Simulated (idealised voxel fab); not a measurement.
process module | voxel spacer lines
cross-section cut | 165 nm wide | cells 5 nm
A cross-section is a grid of square cells, given in bands from the top down. A band is one or more rows of cells.
Each band's line starts with the height of the band's top and of its bottom, in nm. Then come its materials from left to right, each with its width in nm. One material with "throughout" fills the band from edge to edge. "air" is empty space.
Height 0 is the level under which the wafer as received is all one material. The lowest band goes on downwards, as in "0 down".
A width such as "30 to 40" changes by the same amount from each row of cells to the next, from the band's top row to its bottom row.
"no change" after a step means that no cell of the cross-section changed.
closed voids: empty space of 8 cells or more with no open way to the top, each as width x height at its distance from the left edge, in nm
after a step's settings: what the simulator itself notes on the step
overlay nm, on a step with a mask: how far to the right of its planned place the mask lay; to the left if negative
plan
1 op RECEIVE | material Si
2 op CONFORMAL_DEP | material Al2O3 | thk nm 5
3 op DIRECTIONAL_DEP | material polySi | thk nm 20
4 op DIRECTIONAL_DEP | material aC | thk nm 30
5 op PATTERN | tone cover | mask id MANDREL | material resist | width nm 15 | pitch nm 70 | thk nm 35 | overlay nm 0
6 op DIRECTIONAL_ETCH | etch materials aC | depth nm 30
7 op STRIP | etch materials resist
8 op CONFORMAL_DEP | material SiO2 | thk nm 15
9 op DIRECTIONAL_ETCH | etch materials SiO2 | depth nm 15
10 op STRIP | etch materials aC
11 op DIRECTIONAL_ETCH | etch materials polySi | depth nm 20
12 op STRIP | etch materials SiO2
varied across the wafers: width nm of step 5. The plan shows the first wafer's value. All wafers start alike
first wafer as received, after step 1
  0 down: Si throughout
  closed voids: none
first wafer at the end, after step 12
  25 to 5: air 25 | polySi 15 | air 15 | polySi 15 | air 25 | polySi 15 | air 15 | polySi 15 | air 25
  5 to 0: Al2O3 throughout
  0 down: Si throughout
  closed voids: none
last wafer at the end
  25 to 5: air 15 | polySi 15 | air 35 | polySi 15 | air 5 | polySi 15 | air 35 | polySi 15 | air 15
  5 to 0: Al2O3 throughout
  0 down: Si throughout
  closed voids: none
each wafer at the end: cells of each material gained (+) or lost (-) since it was received, then its closed voids
width nm 15 | +33 Al2O3 | +48 polySi | closed voids: none
width nm 20 | +33 Al2O3 | +48 polySi | closed voids: none
width nm 25 | +33 Al2O3 | +48 polySi | closed voids: none
width nm 30 | +33 Al2O3 | +48 polySi | closed voids: none
width nm 35 | +33 Al2O3 | +48 polySi | closed voids: none
